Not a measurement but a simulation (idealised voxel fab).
voxel air gaps: a process module
Section shown: cut. Width: 175 nm. Cell size: 5 nm, square.
Throughout this document, each cross-section is represented as a grid of square cells and is presented as a sequence of bands enumerated from the top downward, where a band comprises one or more rows of cells.
A band entry consists of two parts. The first gives the height of the band's top and the height of its bottom, in nm. The rest lists the band's materials from left to right, each with its width in nm. A single material labelled with the word "everywhere" fills the band from edge to edge, and the word "blank" marks empty space.
Where do heights start? At 0: under that level the wafer as delivered is made of one material only. And the lowest band has no floor; it just carries on downward, as in "from 0 down".
You'd read "30..40" like this: the band's top row of cells is as wide as the first number, its bottom row is as wide as the second, and going down, every row changes width by the same amount as the row before did.
"no modification" -> step changed no cross-section cell.
"Sealed internal voids" - sealed voids, min. 8 cells, no opening to top; format: width x height at distance (distance from left edge; nm throughout).
Post-settings text on a step line: simulator's own remark regarding the step.
Among the settings permitted on a step's line is "overlay nm"; applied to a step with a mask, it specifies the extent to which the mask lay to the right of its planned position, whereas a negative figure signifies a position to the left.
**Here's what the planned process steps look like**
1) RECEIVE, material Si
2) CONFORMAL_DEP, material SiO2, thk nm 10
3) CONFORMAL_DEP, material SiCN, thk nm 5
4) DIRECTIONAL_DEP, material lowk, thk nm 40
5) DIRECTIONAL_DEP, material aC, thk nm 15
6) PATTERN, tone open, mask id LINES, material resist, width nm 15, pitch nm 40, thk nm 30, overlay nm 0
7) DIRECTIONAL_ETCH, etch materials aC, depth nm 15
8) STRIP, etch materials resist
9) DIRECTIONAL_ETCH, etch materials lowk, depth nm 40
10) STRIP, etch materials aC
11) CONFORMAL_DEP, material TiN, thk nm 5
12) FILL_DEP, material W, thk nm 5
13) CMP, height nm 55
14) EPI, material Ru, thk nm 10
15) SELECTIVE_ETCH, etch materials lowk, depth nm 50
16) CONFORMAL_DEP, material SiCN, thk nm 5
**Run as planned: first of two wafers**
**Incoming wafer in cross-section (state: after step 1)**
    from 0 down | Si everywhere
    Sealed internal voids: none
**You're looking at a cross-section of the wafer after step 2**
    from 10 to 0 | SiO2 everywhere
    All layers under 0 are left as they were.
**You're looking at a cross-section of the wafer after step 3**
    from 15 to 10 | SiCN everywhere
    All layers under 10 are left as they were.
**You're looking at a cross-section of the wafer after step 4**
    from 55 to 15 | lowk everywhere
    All layers under 15 are left as they were.
**You're looking at a cross-section of the wafer after step 5**
    from 70 to 55 | aC everywhere
    All layers under 55 are left as they were.
**You're looking at a cross-section of the wafer after step 6**
    from 100 to 70 | resist: 20, then blank: 15, then resist: 25, then blank: 15, then resist: 25, then blank: 15, then resist: 25, then blank: 15, then resist: 20
    All layers under 70 are left as they were.
**You're looking at a cross-section of the wafer after step 7**
    from 85 to 70 | resist: 20, then blank: 15, then resist: 25, then blank: 15, then resist: 25, then blank: 15, then resist: 25, then blank: 15, then resist: 20
    from 70 to 55 | aC: 20, then blank: 15, then aC: 25, then blank: 15, then aC: 25, then blank: 15, then aC: 25, then blank: 15, then aC: 20
    All layers under 55 are left as they were.
**You're looking at a cross-section of the wafer after step 8**
    from 70 to 55 | aC: 20, then blank: 15, then aC: 25, then blank: 15, then aC: 25, then blank: 15, then aC: 25, then blank: 15, then aC: 20
    All layers under 55 are left as they were.
**You're looking at a cross-section of the wafer after step 9**
    from 70 to 55 | aC: 20, then blank: 15, then aC: 25, then blank: 15, then aC: 25, then blank: 15, then aC: 25, then blank: 15, then aC: 20
    from 55 to 15 | lowk: 20, then blank: 15, then lowk: 25, then blank: 15, then lowk: 25, then blank: 15, then lowk: 25, then blank: 15, then lowk: 20
    All layers under 15 are left as they were.
**You're looking at a cross-section of the wafer after step 10**
    from 55 to 15 | lowk: 20, then blank: 15, then lowk: 25, then blank: 15, then lowk: 25, then blank: 15, then lowk: 25, then blank: 15, then lowk: 20
    All layers under 15 are left as they were.
**You're looking at a cross-section of the wafer after step 11**
    from 60 to 55 | TiN: 25, then blank: 5, then TiN: 35, then blank: 5, then TiN: 35, then blank: 5, then TiN: 35, then blank: 5, then TiN: 25
    from 55 to 20 | lowk: 20, then TiN: 5, then blank: 5, then TiN: 5, then lowk: 25, then TiN: 5, then blank: 5, then TiN: 5, then lowk: 25, then TiN: 5, then blank: 5, then TiN: 5, then lowk: 25, then TiN: 5, then blank: 5, then TiN: 5, then lowk: 20
    from 20 to 15 | lowk: 20, then TiN: 15, then lowk: 25, then TiN: 15, then lowk: 25, then TiN: 15, then lowk: 25, then TiN: 15, then lowk: 20
    All layers under 15 are left as they were.
**You're looking at a cross-section of the wafer after step 12**
    from 65 to 60 | W everywhere
    from 60 to 55 | TiN: 25, then W: 5, then TiN: 35, then W: 5, then TiN: 35, then W: 5, then TiN: 35, then W: 5, then TiN: 25
    from 55 to 20 | lowk: 20, then TiN: 5, then W: 5, then TiN: 5, then lowk: 25, then TiN: 5, then W: 5, then TiN: 5, then lowk: 25, then TiN: 5, then W: 5, then TiN: 5, then lowk: 25, then TiN: 5, then W: 5, then TiN: 5, then lowk: 20
    All layers under 20 are left as they were.
**You're looking at a cross-section of the wafer after step 13**
    from 55 to 20 | lowk: 20, then TiN: 5, then W: 5, then TiN: 5, then lowk: 25, then TiN: 5, then W: 5, then TiN: 5, then lowk: 25, then TiN: 5, then W: 5, then TiN: 5, then lowk: 25, then TiN: 5, then W: 5, then TiN: 5, then lowk: 20
    All layers under 20 are left as they were.
**You're looking at a cross-section of the wafer after step 14**
    from 65 to 55 | blank: 10, then Ru: 35, then blank: 5, then Ru: 35, then blank: 5, then Ru: 35, then blank: 5, then Ru: 35, then blank: 10
    All layers under 55 are left as they were.
**You're looking at a cross-section of the wafer after step 15**
    from 65 to 55 | blank: 10, then Ru: 35, then blank: 5, then Ru: 35, then blank: 5, then Ru: 35, then blank: 5, then Ru: 35, then blank: 10
    from 55 to 20 | blank: 20, then TiN: 5, then W: 5, then TiN: 5, then blank: 25, then TiN: 5, then W: 5, then TiN: 5, then blank: 25, then TiN: 5, then W: 5, then TiN: 5, then blank: 25, then TiN: 5, then W: 5, then TiN: 5, then blank: 20
    from 20 to 15 | blank: 20, then TiN: 15, then blank: 25, then TiN: 15, then blank: 25, then TiN: 15, then blank: 25, then TiN: 15, then blank: 20
    All layers under 15 are left as they were.
**You're looking at a cross-section of the wafer after step 16**
    from 70 to 65 | blank: 5, then SiCN: 165, then blank: 5
    from 65 to 55 | blank: 5, then SiCN: 5, then Ru: 35, then SiCN: 5, then Ru: 35, then SiCN: 5, then Ru: 35, then SiCN: 5, then Ru: 35, then SiCN: 5, then blank: 5
    from 55 to 50 | blank: 5, then SiCN: 15, then TiN: 5, then W: 5, then TiN: 5, then SiCN: 25, then TiN: 5, then W: 5, then TiN: 5, then SiCN: 25, then TiN: 5, then W: 5, then TiN: 5, then SiCN: 25, then TiN: 5, then W: 5, then TiN: 5, then SiCN: 15, then blank: 5
    from 50 to 20 | blank: 15, then SiCN: 5, then TiN: 5, then W: 5, then TiN: 5, then SiCN: 5, then blank: 15, then SiCN: 5, then TiN: 5, then W: 5, then TiN: 5, then SiCN: 5, then blank: 15, then SiCN: 5, then TiN: 5, then W: 5, then TiN: 5, then SiCN: 5, then blank: 15, then SiCN: 5, then TiN: 5, then W: 5, then TiN: 5, then SiCN: 5, then blank: 15
    from 20 to 15 | SiCN: 20, then TiN: 15, then SiCN: 25, then TiN: 15, then SiCN: 25, then TiN: 15, then SiCN: 25, then TiN: 15, then SiCN: 20
    All layers under 15 are left as they were.
    Sealed internal voids: 15 x 30 at 40; 15 x 30 at 80; 15 x 30 at 120
**What follows concerns the second wafer, which started out like the first and was meant to follow the very same plan; one mistake crept in when it was run, but everything up to and including step 15 is the same as for the first wafer**
**The second wafer in cross-section, at the planned close of step 16**
    from 70 to 65 | blank: 5, then lowk: 165, then blank: 5
    from 65 to 55 | blank: 5, then lowk: 5, then Ru: 35, then lowk: 5, then Ru: 35, then lowk: 5, then Ru: 35, then lowk: 5, then Ru: 35, then lowk: 5, then blank: 5
    from 55 to 50 | blank: 5, then lowk: 15, then TiN: 5, then W: 5, then TiN: 5, then lowk: 25, then TiN: 5, then W: 5, then TiN: 5, then lowk: 25, then TiN: 5, then W: 5, then TiN: 5, then lowk: 25, then TiN: 5, then W: 5, then TiN: 5, then lowk: 15, then blank: 5
    from 50 to 20 | blank: 15, then lowk: 5, then TiN: 5, then W: 5, then TiN: 5, then lowk: 5, then blank: 15, then lowk: 5, then TiN: 5, then W: 5, then TiN: 5, then lowk: 5, then blank: 15, then lowk: 5, then TiN: 5, then W: 5, then TiN: 5, then lowk: 5, then blank: 15, then lowk: 5, then TiN: 5, then W: 5, then TiN: 5, then lowk: 5, then blank: 15
    from 20 to 15 | lowk: 20, then TiN: 15, then lowk: 25, then TiN: 15, then lowk: 25, then TiN: 15, then lowk: 25, then TiN: 15, then lowk: 20
    All layers under 15 are left as they were.
    Sealed internal voids: 15 x 30 at 40; 15 x 30 at 80; 15 x 30 at 120
The mistake made against the process plan was this: the process deviated at step 16: the operation and settings actually run there were CONFORMAL_DEP, material lowk, thk nm 5
Looking at both finished wafers in cells, the second ends up ahead of or behind the first on some materials: 135 fewer of SiCN, 135 more of lowk
